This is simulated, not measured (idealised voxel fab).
process module | voxel transistor to metal
cross-section cut | 300 nm wide | cells 5 nm
A cross-section is a grid of square cells, given in bands from the top down. A band is one or more rows of cells.
Each band's line starts with the height of the band's top and of its bottom, in nm. Then come its materials from left to right, each with its width in nm. One material with "throughout" fills the band from edge to edge. "air" is empty space.
Height 0 is the level under which the wafer as received is all one material. The lowest band goes on downwards, as in "0 down".
A width such as "30 to 40" changes by the same amount from each row of cells to the next, from the band's top row to its bottom row.
"no change" after a step means that no cell of the cross-section changed.
closed voids: empty space of 8 cells or more with no open way to the top, each as width x height at its distance from the left edge, in nm
after a step's settings: what the simulator itself notes on the step
overlay nm, on a step with a mask: how far to the right of its planned place the mask lay; to the left if negative
plan
1 op RECEIVE | material Si
2 op CONFORMAL_DEP | material SiO2 | thk nm 5
3 op CONFORMAL_DEP | material SiN | thk nm 10
4 op DIRECTIONAL_DEP | material aC | thk nm 15
5 op PATTERN | tone cover | mask id ACTIVE | material resist | width nm 120 | pitch nm 140 | thk nm 30 | overlay nm 0
6 op DIRECTIONAL_ETCH | etch materials aC | depth nm 15
7 op STRIP | etch materials resist
8 op DIRECTIONAL_ETCH | etch materials SiN | depth nm 10
9 op DIRECTIONAL_ETCH | etch materials SiO2 | depth nm 5
10 op DIRECTIONAL_ETCH | etch materials Si | depth nm 20
11 op STRIP | etch materials aC
12 op OXIDIZE | depth nm 5
13 op FILL_DEP | material SiO2 | thk nm 10
14 op CMP | height nm 15
15 op SELECTIVE_ETCH | etch materials SiO2 | depth nm 10
16 op STRIP | etch materials SiN
17 op SELECTIVE_ETCH | etch materials SiO2 | depth nm 5
18 op OXIDIZE | depth nm 5
19 op DIRECTIONAL_DEP | material polySi | thk nm 25
20 op DIRECTIONAL_DEP | material SiCN | thk nm 15
21 op PATTERN | tone cover | mask id GATE | material resist | width nm 30 | pitch nm 140 | thk nm 15 | overlay nm 0
22 op DIRECTIONAL_ETCH | etch materials SiCN | depth nm 25
23 op DIRECTIONAL_ETCH | etch materials polySi | depth nm 35
24 op STRIP | etch materials resist
25 op CONFORMAL_DEP | material SiN | thk nm 5
26 op DIRECTIONAL_ETCH | etch materials SiN | depth nm 5
27 op DIRECTIONAL_ETCH | etch materials SiO2 | depth nm 5
28 op DIRECTIONAL_ETCH | etch materials Si | depth nm 5
29 op EPI | material nSi | thk nm 10
30 op FILL_DEP | material SiO2 | thk nm 10
31 op CMP | height nm 25
32 op STRIP | etch materials polySi
33 op SELECTIVE_ETCH | etch materials SiO2 | depth nm 5
34 op CONFORMAL_DEP | material HfO2 | thk nm 5
35 op CONFORMAL_DEP | material TiN | thk nm 5
36 op FILL_DEP | material W | thk nm 10
37 op CMP | height nm 20
38 op DIRECTIONAL_DEP | material SiO2 | thk nm 10
39 op DIRECTIONAL_DEP | material aC | thk nm 10
40 op PATTERN | tone open | mask id CONTACT | material resist | width nm 20 | thk nm 30 | overlay nm 0
41 op DIRECTIONAL_ETCH | etch materials aC | depth nm 10
42 op STRIP | etch materials resist
43 op DIRECTIONAL_ETCH | etch materials SiO2 | depth nm 30
44 op STRIP | etch materials aC
45 op CONFORMAL_DEP | material TiN | thk nm 5
46 op FILL_DEP | material W | thk nm 10
47 op CMP | height nm 30
48 op CONFORMAL_DEP | material SiN | thk nm 5
49 op DIRECTIONAL_DEP | material SiO2 | thk nm 15
50 op PATTERN | tone open | mask id METAL_1 | material resist | width nm 20 | thk nm 15 | overlay nm 0
51 op DIRECTIONAL_ETCH | etch materials SiO2 | depth nm 15
52 op DIRECTIONAL_ETCH | etch materials SiN | depth nm 5
53 op STRIP | etch materials resist
54 op CONFORMAL_DEP | material TiN | thk nm 5
55 op FILL_DEP | material Ru | thk nm 5
56 op CMP | height nm 50
57 op EPI | material Ru | thk nm 5
58 op FILL_DEP | material SiCN | thk nm 5
59 op DIRECTIONAL_DEP | material SiO2 | thk nm 30
60 op DIRECTIONAL_DEP | material aC | thk nm 10
61 op PATTERN | tone open | mask id METAL_2 | material resist | width nm 20 | pitch nm 140 | thk nm 30 | overlay nm 0
62 op DIRECTIONAL_ETCH | etch materials aC | depth nm 10
63 op STRIP | etch materials resist
64 op DIRECTIONAL_ETCH | etch materials SiO2 | depth nm 15
65 op STRIP | etch materials aC
66 op MASKED_ETCH | tone open | mask id METAL_2_HOLES | width nm 15 | pitch nm 140 | etch materials SiO2 | depth nm 15 | overlay nm 0
67 op MASKED_ETCH | tone open | mask id METAL_2_HOLES | width nm 15 | pitch nm 140 | etch materials SiCN | depth nm 5 | overlay nm 0
68 op CONFORMAL_DEP | material TiN | thk nm 5
69 op FILL_DEP | material Cu | thk nm 5
70 op CMP | height nm 90
71 op CONFORMAL_DEP | material SiN | thk nm 5
first wafer, as planned
as received, after step 1
  0 down: Si throughout
  closed voids: none
after step 2
  5 to 0: SiO2 throughout
  below 0: unchanged
after step 3
  15 to 5: SiN throughout
  below 5: unchanged
after step 4
  30 to 15: aC throughout
  below 15: unchanged
after step 5
  60 to 30: air 20 | resist 120 | air 20 | resist 120 | air 20
  below 30: unchanged
after step 6
  45 to 30: air 20 | resist 120 | air 20 | resist 120 | air 20
  30 to 15: air 20 | aC 120 | air 20 | aC 120 | air 20
  below 15: unchanged
after step 7
  30 to 15: air 20 | aC 120 | air 20 | aC 120 | air 20
  below 15: unchanged
after step 8
  30 to 15: air 20 | aC 120 | air 20 | aC 120 | air 20
  15 to 5: air 20 | SiN 120 | air 20 | SiN 120 | air 20
  below 5: unchanged
after step 9
  30 to 15: air 20 | aC 120 | air 20 | aC 120 | air 20
  15 to 5: air 20 | SiN 120 | air 20 | SiN 120 | air 20
  5 to 0: air 20 | SiO2 120 | air 20 | SiO2 120 | air 20
  below 0: unchanged
after step 10
  30 to 15: air 20 | aC 120 | air 20 | aC 120 | air 20
  15 to 5: air 20 | SiN 120 | air 20 | SiN 120 | air 20
  5 to 0: air 20 | SiO2 120 | air 20 | SiO2 120 | air 20
  0 to -20: air 20 | Si 120 | air 20 | Si 120 | air 20
  below -20: unchanged
after step 11
  15 to 5: air 20 | SiN 120 | air 20 | SiN 120 | air 20
  below 5: unchanged
after step 12
  15 to 5: air 20 | SiN 120 | air 20 | SiN 120 | air 20
  5 to 0: air 20 | SiO2 120 | air 20 | SiO2 120 | air 20
  0 to -20: air 20 | SiO2 5 | Si 110 | SiO2 5 | air 20 | SiO2 5 | Si 110 | SiO2 5 | air 20
  -20 to -25: SiO2 25 | Si 110 | SiO2 30 | Si 110 | SiO2 25
  below -25: unchanged
after step 13
  25 to 15: SiO2 throughout
  15 to 5: SiO2 20 | SiN 120 | SiO2 20 | SiN 120 | SiO2 20
  5 to 0: SiO2 throughout
  0 to -25: SiO2 25 | Si 110 | SiO2 30 | Si 110 | SiO2 25
  below -25: unchanged
after step 14
  15 to 5: SiO2 20 | SiN 120 | SiO2 20 | SiN 120 | SiO2 20
  below 5: unchanged
after step 15
  15 to 5: air 20 | SiN 120 | air 20 | SiN 120 | air 20
  below 5: unchanged
after step 16
  5 to 0: SiO2 throughout
  below 0: unchanged
after step 17
  0 to -25: SiO2 25 | Si 110 | SiO2 30 | Si 110 | SiO2 25
  below -25: unchanged
after step 18
  0 to -5: SiO2 throughout
  below -5: unchanged
after step 19
  25 to 0: polySi throughout
  below 0: unchanged
after step 20
  40 to 25: SiCN throughout
  below 25: unchanged
after step 21
  55 to 40: air 65 | resist 30 | air 110 | resist 30 | air 65
  below 40: unchanged
after step 22
  55 to 40: air 65 | resist 30 | air 110 | resist 30 | air 65
  40 to 25: air 65 | SiCN 30 | air 110 | SiCN 30 | air 65
  below 25: unchanged
after step 23
  55 to 40: air 65 | resist 30 | air 110 | resist 30 | air 65
  40 to 25: air 65 | SiCN 30 | air 110 | SiCN 30 | air 65
  25 to 0: air 65 | polySi 30 | air 110 | polySi 30 | air 65
  below 0: unchanged
after step 24
  40 to 25: air 65 | SiCN 30 | air 110 | SiCN 30 | air 65
  below 25: unchanged
after step 25
  45 to 40: air 60 | SiN 40 | air 100 | SiN 40 | air 60
  40 to 25: air 60 | SiN 5 | SiCN 30 | SiN 5 | air 100 | SiN 5 | SiCN 30 | SiN 5 | air 60
  25 to 5: air 60 | SiN 5 | polySi 30 | SiN 5 | air 100 | SiN 5 | polySi 30 | SiN 5 | air 60
  5 to 0: SiN 65 | polySi 30 | SiN 110 | polySi 30 | SiN 65
  below 0: unchanged
after step 26
  40 to 25: air 60 | SiN 5 | SiCN 30 | SiN 5 | air 100 | SiN 5 | SiCN 30 | SiN 5 | air 60
  25 to 0: air 60 | SiN 5 | polySi 30 | SiN 5 | air 100 | SiN 5 | polySi 30 | SiN 5 | air 60
  below 0: unchanged
after step 27
  40 to 25: air 60 | SiN 5 | SiCN 30 | SiN 5 | air 100 | SiN 5 | SiCN 30 | SiN 5 | air 60
  25 to 0: air 60 | SiN 5 | polySi 30 | SiN 5 | air 100 | SiN 5 | polySi 30 | SiN 5 | air 60
  0 to -5: air 60 | SiO2 40 | air 100 | SiO2 40 | air 60
  below -5: unchanged
after step 28
  40 to 25: air 60 | SiN 5 | SiCN 30 | SiN 5 | air 100 | SiN 5 | SiCN 30 | SiN 5 | air 60
  25 to 0: air 60 | SiN 5 | polySi 30 | SiN 5 | air 100 | SiN 5 | polySi 30 | SiN 5 | air 60
  0 to -5: air 60 | SiO2 40 | air 100 | SiO2 40 | air 60
  -5 to -10: SiO2 25 | air 35 | Si 40 | air 35 | SiO2 30 | air 35 | Si 40 | air 35 | SiO2 25
  below -10: unchanged
after step 29
  40 to 25: air 60 | SiN 5 | SiCN 30 | SiN 5 | air 100 | SiN 5 | SiCN 30 | SiN 5 | air 60
  25 to 5: air 60 | SiN 5 | polySi 30 | SiN 5 | air 100 | SiN 5 | polySi 30 | SiN 5 | air 60
  5 to 0: air 50 | nSi 10 | SiN 5 | polySi 30 | SiN 5 | nSi 10 | air 80 | nSi 10 | SiN 5 | polySi 30 | SiN 5 | nSi 10 | air 50
  0 to -5: air 20 | nSi 40 | SiO2 40 | nSi 40 | air 20 | nSi 40 | SiO2 40 | nSi 40 | air 20
  -5 to -10: SiO2 25 | nSi 35 | Si 40 | nSi 35 | SiO2 30 | nSi 35 | Si 40 | nSi 35 | SiO2 25
  below -10: unchanged
after step 30
  50 to 40: SiO2 throughout
  40 to 25: SiO2 60 | SiN 5 | SiCN 30 | SiN 5 | SiO2 100 | SiN 5 | SiCN 30 | SiN 5 | SiO2 60
  25 to 5: SiO2 60 | SiN 5 | polySi 30 | SiN 5 | SiO2 100 | SiN 5 | polySi 30 | SiN 5 | SiO2 60
  5 to 0: SiO2 50 | nSi 10 | SiN 5 | polySi 30 | SiN 5 | nSi 10 | SiO2 80 | nSi 10 | SiN 5 | polySi 30 | SiN 5 | nSi 10 | SiO2 50
  0 to -5: SiO2 20 | nSi 40 | SiO2 40 | nSi 40 | SiO2 20 | nSi 40 | SiO2 40 | nSi 40 | SiO2 20
  below -5: unchanged
after step 31
  25 to 5: SiO2 60 | SiN 5 | polySi 30 | SiN 5 | SiO2 100 | SiN 5 | polySi 30 | SiN 5 | SiO2 60
  below 5: unchanged
after step 32
  25 to 5: SiO2 60 | SiN 5 | air 30 | SiN 5 | SiO2 100 | SiN 5 | air 30 | SiN 5 | SiO2 60
  5 to 0: SiO2 50 | nSi 10 | SiN 5 | air 30 | SiN 5 | nSi 10 | SiO2 80 | nSi 10 | SiN 5 | air 30 | SiN 5 | nSi 10 | SiO2 50
  below 0: unchanged
after step 33
  25 to 20: air 60 | SiN 5 | air 30 | SiN 5 | air 100 | SiN 5 | air 30 | SiN 5 | air 60
  20 to 5: SiO2 60 | SiN 5 | air 30 | SiN 5 | SiO2 100 | SiN 5 | air 30 | SiN 5 | SiO2 60
  5 to 0: SiO2 50 | nSi 10 | SiN 5 | air 30 | SiN 5 | nSi 10 | SiO2 80 | nSi 10 | SiN 5 | air 30 | SiN 5 | nSi 10 | SiO2 50
  0 to -5: SiO2 20 | nSi 40 | air 40 | nSi 40 | SiO2 20 | nSi 40 | air 40 | nSi 40 | SiO2 20
  below -5: unchanged
after step 34
  30 to 25: air 55 | HfO2 15 | air 20 | HfO2 15 | air 90 | HfO2 15 | air 20 | HfO2 15 | air 55
  25 to 20: HfO2 60 | SiN 5 | HfO2 5 | air 20 | HfO2 5 | SiN 5 | HfO2 100 | SiN 5 | HfO2 5 | air 20 | HfO2 5 | SiN 5 | HfO2 60
  20 to 5: SiO2 60 | SiN 5 | HfO2 5 | air 20 | HfO2 5 | SiN 5 | SiO2 100 | SiN 5 | HfO2 5 | air 20 | HfO2 5 | SiN 5 | SiO2 60
  5 to 0: SiO2 50 | nSi 10 | SiN 5 | HfO2 5 | air 20 | HfO2 5 | SiN 5 | nSi 10 | SiO2 80 | nSi 10 | SiN 5 | HfO2 5 | air 20 | HfO2 5 | SiN 5 | nSi 10 | SiO2 50
  0 to -5: SiO2 20 | nSi 40 | HfO2 40 | nSi 40 | SiO2 20 | nSi 40 | HfO2 40 | nSi 40 | SiO2 20
  below -5: unchanged
after step 35
  35 to 30: air 50 | TiN 25 | air 10 | TiN 25 | air 80 | TiN 25 | air 10 | TiN 25 | air 50
  30 to 25: TiN 55 | HfO2 15 | TiN 5 | air 10 | TiN 5 | HfO2 15 | TiN 90 | HfO2 15 | TiN 5 | air 10 | TiN 5 | HfO2 15 | TiN 55
  25 to 20: HfO2 60 | SiN 5 | HfO2 5 | TiN 5 | air 10 | TiN 5 | HfO2 5 | SiN 5 | HfO2 100 | SiN 5 | HfO2 5 | TiN 5 | air 10 | TiN 5 | HfO2 5 | SiN 5 | HfO2 60
  20 to 5: SiO2 60 | SiN 5 | HfO2 5 | TiN 5 | air 10 | TiN 5 | HfO2 5 | SiN 5 | SiO2 100 | SiN 5 | HfO2 5 | TiN 5 | air 10 | TiN 5 | HfO2 5 | SiN 5 | SiO2 60
  5 to 0: SiO2 50 | nSi 10 | SiN 5 | HfO2 5 | TiN 20 | HfO2 5 | SiN 5 | nSi 10 | SiO2 80 | nSi 10 | SiN 5 | HfO2 5 | TiN 20 | HfO2 5 | SiN 5 | nSi 10 | SiO2 50
  below 0: unchanged
after step 36
  45 to 35: W throughout
  35 to 30: W 50 | TiN 25 | W 10 | TiN 25 | W 80 | TiN 25 | W 10 | TiN 25 | W 50
  30 to 25: TiN 55 | HfO2 15 | TiN 5 | W 10 | TiN 5 | HfO2 15 | TiN 90 | HfO2 15 | TiN 5 | W 10 | TiN 5 | HfO2 15 | TiN 55
  25 to 20: HfO2 60 | SiN 5 | HfO2 5 | TiN 5 | W 10 | TiN 5 | HfO2 5 | SiN 5 | HfO2 100 | SiN 5 | HfO2 5 | TiN 5 | W 10 | TiN 5 | HfO2 5 | SiN 5 | HfO2 60
  20 to 5: SiO2 60 | SiN 5 | HfO2 5 | TiN 5 | W 10 | TiN 5 | HfO2 5 | SiN 5 | SiO2 100 | SiN 5 | HfO2 5 | TiN 5 | W 10 | TiN 5 | HfO2 5 | SiN 5 | SiO2 60
  below 5: unchanged
after step 37
  20 to 5: SiO2 60 | SiN 5 | HfO2 5 | TiN 5 | W 10 | TiN 5 | HfO2 5 | SiN 5 | SiO2 100 | SiN 5 | HfO2 5 | TiN 5 | W 10 | TiN 5 | HfO2 5 | SiN 5 | SiO2 60
  below 5: unchanged
after step 38
  30 to 20: SiO2 throughout
  below 20: unchanged
after step 39
  40 to 30: aC throughout
  below 30: unchanged
after step 40
  70 to 40: resist 30 | air 20 | resist 60 | air 20 | resist 40 | air 20 | resist 60 | air 20 | resist 30
  below 40: unchanged
after step 41
  60 to 40: resist 30 | air 20 | resist 60 | air 20 | resist 40 | air 20 | resist 60 | air 20 | resist 30
  40 to 30: aC 30 | air 20 | aC 60 | air 20 | aC 40 | air 20 | aC 60 | air 20 | aC 30
  below 30: unchanged
after step 42
  40 to 30: aC 30 | air 20 | aC 60 | air 20 | aC 40 | air 20 | aC 60 | air 20 | aC 30
  below 30: unchanged
after step 43
  40 to 30: aC 30 | air 20 | aC 60 | air 20 | aC 40 | air 20 | aC 60 | air 20 | aC 30
  30 to 20: SiO2 30 | air 20 | SiO2 60 | air 20 | SiO2 40 | air 20 | SiO2 60 | air 20 | SiO2 30
  20 to 5: SiO2 30 | air 20 | SiO2 10 | SiN 5 | HfO2 5 | TiN 5 | W 10 | TiN 5 | HfO2 5 | SiN 5 | SiO2 10 | air 20 | SiO2 40 | air 20 | SiO2 10 | SiN 5 | HfO2 5 | TiN 5 | W 10 | TiN 5 | HfO2 5 | SiN 5 | SiO2 10 | air 20 | SiO2 30
  5 to 0: SiO2 30 | air 20 | nSi 10 | SiN 5 | HfO2 5 | TiN 20 | HfO2 5 | SiN 5 | nSi 10 | air 20 | SiO2 40 | air 20 | nSi 10 | SiN 5 | HfO2 5 | TiN 20 | HfO2 5 | SiN 5 | nSi 10 | air 20 | SiO2 30
  below 0: unchanged
after step 44
  30 to 20: SiO2 30 | air 20 | SiO2 60 | air 20 | SiO2 40 | air 20 | SiO2 60 | air 20 | SiO2 30
  below 20: unchanged
after step 45
  35 to 30: TiN 35 | air 10 | TiN 70 | air 10 | TiN 50 | air 10 | TiN 70 | air 10 | TiN 35
  30 to 20: SiO2 30 | TiN 5 | air 10 | TiN 5 | SiO2 60 | TiN 5 | air 10 | TiN 5 | SiO2 40 | TiN 5 | air 10 | TiN 5 | SiO2 60 | TiN 5 | air 10 | TiN 5 | SiO2 30
  20 to 5: SiO2 30 | TiN 5 | air 10 | TiN 5 | SiO2 10 | SiN 5 | HfO2 5 | TiN 5 | W 10 | TiN 5 | HfO2 5 | SiN 5 | SiO2 10 | TiN 5 | air 10 | TiN 5 | SiO2 40 | TiN 5 | air 10 | TiN 5 | SiO2 10 | SiN 5 | HfO2 5 | TiN 5 | W 10 | TiN 5 | HfO2 5 | SiN 5 | SiO2 10 | TiN 5 | air 10 | TiN 5 | SiO2 30
  5 to 0: SiO2 30 | TiN 20 | nSi 10 | SiN 5 | HfO2 5 | TiN 20 | HfO2 5 | SiN 5 | nSi 10 | TiN 20 | SiO2 40 | TiN 20 | nSi 10 | SiN 5 | HfO2 5 | TiN 20 | HfO2 5 | SiN 5 | nSi 10 | TiN 20 | SiO2 30
  below 0: unchanged
after step 46
  45 to 35: W throughout
  35 to 30: TiN 35 | W 10 | TiN 70 | W 10 | TiN 50 | W 10 | TiN 70 | W 10 | TiN 35
  30 to 20: SiO2 30 | TiN 5 | W 10 | TiN 5 | SiO2 60 | TiN 5 | W 10 | TiN 5 | SiO2 40 | TiN 5 | W 10 | TiN 5 | SiO2 60 | TiN 5 | W 10 | TiN 5 | SiO2 30
  20 to 5: SiO2 30 | TiN 5 | W 10 | TiN 5 | SiO2 10 | SiN 5 | HfO2 5 | TiN 5 | W 10 | TiN 5 | HfO2 5 | SiN 5 | SiO2 10 | TiN 5 | W 10 | TiN 5 | SiO2 40 | TiN 5 | W 10 | TiN 5 | SiO2 10 | SiN 5 | HfO2 5 | TiN 5 | W 10 | TiN 5 | HfO2 5 | SiN 5 | SiO2 10 | TiN 5 | W 10 | TiN 5 | SiO2 30
  below 5: unchanged
after step 47
  30 to 20: SiO2 30 | TiN 5 | W 10 | TiN 5 | SiO2 60 | TiN 5 | W 10 | TiN 5 | SiO2 40 | TiN 5 | W 10 | TiN 5 | SiO2 60 | TiN 5 | W 10 | TiN 5 | SiO2 30
  below 20: unchanged
after step 48
  35 to 30: SiN throughout
  below 30: unchanged
after step 49
  50 to 35: SiO2 throughout
  below 35: unchanged
after step 50
  65 to 50: resist 30 | air 20 | resist 60 | air 20 | resist 40 | air 20 | resist 60 | air 20 | resist 30
  below 50: unchanged
after step 51
  65 to 50: resist 30 | air 20 | resist 60 | air 20 | resist 40 | air 20 | resist 60 | air 20 | resist 30
  50 to 35: SiO2 30 | air 20 | SiO2 60 | air 20 | SiO2 40 | air 20 | SiO2 60 | air 20 | SiO2 30
  below 35: unchanged
after step 52
  65 to 50: resist 30 | air 20 | resist 60 | air 20 | resist 40 | air 20 | resist 60 | air 20 | resist 30
  50 to 35: SiO2 30 | air 20 | SiO2 60 | air 20 | SiO2 40 | air 20 | SiO2 60 | air 20 | SiO2 30
  35 to 30: SiN 30 | air 20 | SiN 60 | air 20 | SiN 40 | air 20 | SiN 60 | air 20 | SiN 30
  below 30: unchanged
after step 53
  50 to 35: SiO2 30 | air 20 | SiO2 60 | air 20 | SiO2 40 | air 20 | SiO2 60 | air 20 | SiO2 30
  below 35: unchanged
after step 54
  55 to 50: TiN 35 | air 10 | TiN 70 | air 10 | TiN 50 | air 10 | TiN 70 | air 10 | TiN 35
  50 to 35: SiO2 30 | TiN 5 | air 10 | TiN 5 | SiO2 60 | TiN 5 | air 10 | TiN 5 | SiO2 40 | TiN 5 | air 10 | TiN 5 | SiO2 60 | TiN 5 | air 10 | TiN 5 | SiO2 30
  35 to 30: SiN 30 | TiN 20 | SiN 60 | TiN 20 | SiN 40 | TiN 20 | SiN 60 | TiN 20 | SiN 30
  below 30: unchanged
after step 55
  60 to 55: Ru throughout
  55 to 50: TiN 35 | Ru 10 | TiN 70 | Ru 10 | TiN 50 | Ru 10 | TiN 70 | Ru 10 | TiN 35
  50 to 35: SiO2 30 | TiN 5 | Ru 10 | TiN 5 | SiO2 60 | TiN 5 | Ru 10 | TiN 5 | SiO2 40 | TiN 5 | Ru 10 | TiN 5 | SiO2 60 | TiN 5 | Ru 10 | TiN 5 | SiO2 30
  below 35: unchanged
after step 56
  50 to 35: SiO2 30 | TiN 5 | Ru 10 | TiN 5 | SiO2 60 | TiN 5 | Ru 10 | TiN 5 | SiO2 40 | TiN 5 | Ru 10 | TiN 5 | SiO2 60 | TiN 5 | Ru 10 | TiN 5 | SiO2 30
  below 35: unchanged
after step 57
  55 to 50: air 25 | Ru 30 | air 50 | Ru 30 | air 30 | Ru 30 | air 50 | Ru 30 | air 25
  below 50: unchanged
after step 58
  60 to 55: SiCN throughout
  55 to 50: SiCN 25 | Ru 30 | SiCN 50 | Ru 30 | SiCN 30 | Ru 30 | SiCN 50 | Ru 30 | SiCN 25
  below 50: unchanged
after step 59
  90 to 60: SiO2 throughout
  below 60: unchanged
after step 60
  100 to 90: aC throughout
  below 90: unchanged
after step 61
  130 to 100: resist 30 | air 20 | resist 120 | air 20 | resist 110
  below 100: unchanged
after step 62
  120 to 100: resist 30 | air 20 | resist 120 | air 20 | resist 110
  100 to 90: aC 30 | air 20 | aC 120 | air 20 | aC 110
  below 90: unchanged
after step 63
  100 to 90: aC 30 | air 20 | aC 120 | air 20 | aC 110
  below 90: unchanged
after step 64
  100 to 90: aC 30 | air 20 | aC 120 | air 20 | aC 110
  90 to 75: SiO2 30 | air 20 | SiO2 120 | air 20 | SiO2 110
  below 75: unchanged
after step 65
  90 to 75: SiO2 30 | air 20 | SiO2 120 | air 20 | SiO2 110
  below 75: unchanged
after step 66
  90 to 75: SiO2 30 | air 20 | SiO2 120 | air 20 | SiO2 110
  75 to 60: SiO2 30 | air 15 | SiO2 125 | air 15 | SiO2 115
  below 60: unchanged
after step 67
  90 to 75: SiO2 30 | air 20 | SiO2 120 | air 20 | SiO2 110
  75 to 60: SiO2 30 | air 15 | SiO2 125 | air 15 | SiO2 115
  60 to 55: SiCN 30 | air 15 | SiCN 125 | air 15 | SiCN 115
  below 55: unchanged
after step 68
  95 to 90: TiN 35 | air 10 | TiN 130 | air 10 | TiN 115
  90 to 80: SiO2 30 | TiN 5 | air 10 | TiN 5 | SiO2 120 | TiN 5 | air 10 | TiN 5 | SiO2 110
  80 to 75: SiO2 30 | TiN 5 | air 5 | TiN 10 | SiO2 120 | TiN 5 | air 5 | TiN 10 | SiO2 110
  75 to 60: SiO2 30 | TiN 5 | air 5 | TiN 5 | SiO2 125 | TiN 5 | air 5 | TiN 5 | SiO2 115
  60 to 55: SiCN 30 | TiN 15 | SiCN 125 | TiN 15 | SiCN 115
  below 55: unchanged
after step 69
  100 to 95: Cu throughout
  95 to 90: TiN 35 | Cu 10 | TiN 130 | Cu 10 | TiN 115
  90 to 80: SiO2 30 | TiN 5 | Cu 10 | TiN 5 | SiO2 120 | TiN 5 | Cu 10 | TiN 5 | SiO2 110
  80 to 75: SiO2 30 | TiN 5 | Cu 5 | TiN 10 | SiO2 120 | TiN 5 | Cu 5 | TiN 10 | SiO2 110
  75 to 60: SiO2 30 | TiN 5 | Cu 5 | TiN 5 | SiO2 125 | TiN 5 | Cu 5 | TiN 5 | SiO2 115
  below 60: unchanged
after step 70
  90 to 80: SiO2 30 | TiN 5 | Cu 10 | TiN 5 | SiO2 120 | TiN 5 | Cu 10 | TiN 5 | SiO2 110
  below 80: unchanged
after step 71
  95 to 90: SiN throughout
  below 90: unchanged
second wafer: like start, like plan, one mistake. Through step 53 it matches the first wafer
when step 54 should have ended
  55 to 50: SiCN 35 | air 10 | SiCN 70 | air 10 | SiCN 50 | air 10 | SiCN 70 | air 10 | SiCN 35
  50 to 35: SiO2 30 | SiCN 5 | air 10 | SiCN 5 | SiO2 60 | SiCN 5 | air 10 | SiCN 5 | SiO2 40 | SiCN 5 | air 10 | SiCN 5 | SiO2 60 | SiCN 5 | air 10 | SiCN 5 | SiO2 30
  35 to 30: SiN 30 | SiCN 20 | SiN 60 | SiCN 20 | SiN 40 | SiCN 20 | SiN 60 | SiCN 20 | SiN 30
  below 30: unchanged
when step 55 should have ended
  60 to 55: Ru throughout
  55 to 50: SiCN 35 | Ru 10 | SiCN 70 | Ru 10 | SiCN 50 | Ru 10 | SiCN 70 | Ru 10 | SiCN 35
  50 to 35: SiO2 30 | SiCN 5 | Ru 10 | SiCN 5 | SiO2 60 | SiCN 5 | Ru 10 | SiCN 5 | SiO2 40 | SiCN 5 | Ru 10 | SiCN 5 | SiO2 60 | SiCN 5 | Ru 10 | SiCN 5 | SiO2 30
  below 35: unchanged
when step 56 should have ended
  50 to 35: SiO2 30 | SiCN 5 | Ru 10 | SiCN 5 | SiO2 60 | SiCN 5 | Ru 10 | SiCN 5 | SiO2 40 | SiCN 5 | Ru 10 | SiCN 5 | SiO2 60 | SiCN 5 | Ru 10 | SiCN 5 | SiO2 30
  below 35: unchanged
when step 57 should have ended
  55 to 50: air 30 | Ru 20 | air 60 | Ru 20 | air 40 | Ru 20 | air 60 | Ru 20 | air 30
  below 50: unchanged
when step 58 should have ended
  60 to 55: SiCN throughout
  55 to 50: SiCN 30 | Ru 20 | SiCN 60 | Ru 20 | SiCN 40 | Ru 20 | SiCN 60 | Ru 20 | SiCN 30
  below 50: unchanged
when step 59 should have ended
  90 to 60: SiO2 throughout
  below 60: unchanged
when step 60 should have ended
  100 to 90: aC throughout
  below 90: unchanged
when step 61 should have ended
  130 to 100: resist 30 | air 20 | resist 120 | air 20 | resist 110
  below 100: unchanged
when step 62 should have ended
  120 to 100: resist 30 | air 20 | resist 120 | air 20 | resist 110
  100 to 90: aC 30 | air 20 | aC 120 | air 20 | aC 110
  below 90: unchanged
when step 63 should have ended
  100 to 90: aC 30 | air 20 | aC 120 | air 20 | aC 110
  below 90: unchanged
when step 64 should have ended
  100 to 90: aC 30 | air 20 | aC 120 | air 20 | aC 110
  90 to 75: SiO2 30 | air 20 | SiO2 120 | air 20 | SiO2 110
  below 75: unchanged
when step 65 should have ended
  90 to 75: SiO2 30 | air 20 | SiO2 120 | air 20 | SiO2 110
  below 75: unchanged
when step 66 should have ended
  90 to 75: SiO2 30 | air 20 | SiO2 120 | air 20 | SiO2 110
  75 to 60: SiO2 30 | air 15 | SiO2 125 | air 15 | SiO2 115
  below 60: unchanged
when step 67 should have ended
  90 to 75: SiO2 30 | air 20 | SiO2 120 | air 20 | SiO2 110
  75 to 60: SiO2 30 | air 15 | SiO2 125 | air 15 | SiO2 115
  60 to 55: SiCN 30 | air 15 | SiCN 125 | air 15 | SiCN 115
  below 55: unchanged
when step 68 should have ended
  95 to 90: TiN 35 | air 10 | TiN 130 | air 10 | TiN 115
  90 to 80: SiO2 30 | TiN 5 | air 10 | TiN 5 | SiO2 120 | TiN 5 | air 10 | TiN 5 | SiO2 110
  80 to 75: SiO2 30 | TiN 5 | air 5 | TiN 10 | SiO2 120 | TiN 5 | air 5 | TiN 10 | SiO2 110
  75 to 60: SiO2 30 | TiN 5 | air 5 | TiN 5 | SiO2 125 | TiN 5 | air 5 | TiN 5 | SiO2 115
  60 to 55: SiCN 30 | TiN 15 | SiCN 125 | TiN 15 | SiCN 115
  below 55: unchanged
when step 69 should have ended
  100 to 95: Cu throughout
  95 to 90: TiN 35 | Cu 10 | TiN 130 | Cu 10 | TiN 115
  90 to 80: SiO2 30 | TiN 5 | Cu 10 | TiN 5 | SiO2 120 | TiN 5 | Cu 10 | TiN 5 | SiO2 110
  80 to 75: SiO2 30 | TiN 5 | Cu 5 | TiN 10 | SiO2 120 | TiN 5 | Cu 5 | TiN 10 | SiO2 110
  75 to 60: SiO2 30 | TiN 5 | Cu 5 | TiN 5 | SiO2 125 | TiN 5 | Cu 5 | TiN 5 | SiO2 115
  below 60: unchanged
when step 70 should have ended
  90 to 80: SiO2 30 | TiN 5 | Cu 10 | TiN 5 | SiO2 120 | TiN 5 | Cu 10 | TiN 5 | SiO2 110
  below 80: unchanged
when step 71 should have ended
  95 to 90: SiN throughout
  below 90: unchanged
what went wrong: step 54 ran as: op CONFORMAL_DEP | material SiCN | thk nm 5
at the end the second wafer has, in cells: 8 fewer of Ru | 48 more of SiCN | 40 fewer of TiN
